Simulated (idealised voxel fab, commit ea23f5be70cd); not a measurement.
Process module in this document: voxel capacitor over wiring
Shown is cross-section cut, with a width of 295 nm and square cells of size 5 nm.
How to read a cross-section here: the picture is a grid of square cells, written as bands going from the top down, and any band can span one or more rows of cells. Top height, bottom height, nm. Materials left to right, width each, nm. Single material + "throughout" = fills band edge to edge. "air" = empty. We count height from 0. Below that, the starting wafer is all one material. The lowest band never ends at the bottom but goes on down; see "from 0 down" for how that is written. A width given as "30..40" starts at the first number in the band's top row and ends at the second number in its bottom row, shifting by an equal amount at every step from row to row. Key: "nothing altered" - step with no changed cell in the cross-section. Under "Closed voids list" you'll find the enclosed gaps, the ones with no way out to the top, that are 8 cells or bigger; each reads width x height at distance, with distance counted from the left edge, everything in nm. What comes after the settings on a step's line is commentary from the simulator itself on that step. overlay nm: where the mask lay relative to plan, measured to the right, on steps with a mask; negatives go left.

-- These are the steps we planned for the process
1. RECEIVE, material Si
2. CONFORMAL_DEP, material SiO2, thk nm 15
3. CONFORMAL_DEP, material SiCN, thk nm 5
4. DIRECTIONAL_DEP, material SiO2, thk nm 20
5. MASKED_ETCH, tone open, mask id METAL_1, width nm 20, pitch nm 85, etch materials SiO2, depth nm 20, overlay nm -15
6. MASKED_ETCH, tone open, mask id METAL_1, width nm 20, pitch nm 85, etch materials SiCN, depth nm 5, overlay nm 0
7. CONFORMAL_DEP, material TiN, thk nm 5
8. FILL_DEP, material Cu, thk nm 10
9. CMP, height nm 40
10. CONFORMAL_DEP, material SiCN, thk nm 5
11. DIRECTIONAL_DEP, material SiO2, thk nm 10
12. DIRECTIONAL_DEP, material aC, thk nm 15
13. PATTERN, tone open, mask id PLUG_1, material resist, width nm 15, thk nm 35, overlay nm 0
14. DIRECTIONAL_ETCH, etch materials aC, depth nm 15
15. STRIP, etch materials resist
16. DIRECTIONAL_ETCH, etch materials SiO2, depth nm 10
17. DIRECTIONAL_ETCH, etch materials SiCN, depth nm 5
18. STRIP, etch materials aC
19. EPI, material Ru, thk nm 10
20. EPI, material Ru, thk nm 5
21. DIRECTIONAL_DEP, material TiN, thk nm 10
22. DIRECTIONAL_DEP, material SiN, thk nm 5
23. DIRECTIONAL_DEP, material TiN, thk nm 5
24. DIRECTIONAL_DEP, material aC, thk nm 15
25. PATTERN, tone cover, mask id UPPER_PLATE, material resist, width nm 70, thk nm 30, overlay nm 0
26. DIRECTIONAL_ETCH, etch materials aC, depth nm 15
27. STRIP, etch materials resist
28. DIRECTIONAL_ETCH, etch materials TiN, depth nm 5
29. DIRECTIONAL_ETCH, etch materials SiN, depth nm 5
30. STRIP, etch materials aC
31. DIRECTIONAL_DEP, material aC, thk nm 15
32. PATTERN, tone cover, mask id LOWER_PLATE, material resist, width nm 80, thk nm 30, overlay nm 0
33. DIRECTIONAL_ETCH, etch materials aC, depth nm 15
34. STRIP, etch materials resist
35. DIRECTIONAL_ETCH, etch materials TiN, depth nm 10
36. STRIP, etch materials aC
37. FILL_DEP, material SiO2, thk nm 15
38. CMP, height nm 85
39. DIRECTIONAL_DEP, material aC, thk nm 10
40. PATTERN, tone open, mask id PLUG_2, material resist, width nm 15, thk nm 25, overlay nm 0
41. DIRECTIONAL_ETCH, etch materials aC, depth nm 10
42. STRIP, etch materials resist
43. DIRECTIONAL_ETCH, etch materials SiO2, depth nm 10
44. STRIP, etch materials aC
45. CONFORMAL_DEP, material TiN, thk nm 5
46. FILL_DEP, material Cu, thk nm 5
47. CMP, height nm 85
48. CONFORMAL_DEP, material SiN, thk nm 5
Wafers differ in overlay nm at step 5; plan lists the first wafer's value; identical starting state.

-- After step 1, as received: first of several wafers, cross-section
* from 0 down: Si throughout
* Closed voids list: none

-- So in this table every wafer gets its own row, and what you see is where it stands at the end of the module: for each material, how many cells it picked up (+) or gave up (-) since we received it, and after that its closed voids
overlay nm -15, +13 Cu, +113 SiCN, +73 SiN, +790 SiO2, +73 TiN, Closed voids list: none
overlay nm -10, +13 Cu, +9 Ru, +111 SiCN, +73 SiN, +781 SiO2, +75 TiN, Closed voids list: none
overlay nm -5, +15 Cu, +9 Ru, +109 SiCN, +73 SiN, +781 SiO2, +75 TiN, Closed voids list: none
overlay nm 0, +17 Cu, +9 Ru, +107 SiCN, +73 SiN, +781 SiO2, +75 TiN, Closed voids list: none
overlay nm 5, +15 Cu, +9 Ru, +109 SiCN, +73 SiN, +781 SiO2, +75 TiN, Closed voids list: none
overlay nm 10, +13 Cu, +9 Ru, +111 SiCN, +73 SiN, +781 SiO2, +75 TiN, Closed voids list: none
overlay nm 15, +13 Cu, +9 Ru, +113 SiCN, +73 SiN, +781 SiO2, +73 TiN, Closed voids list: none
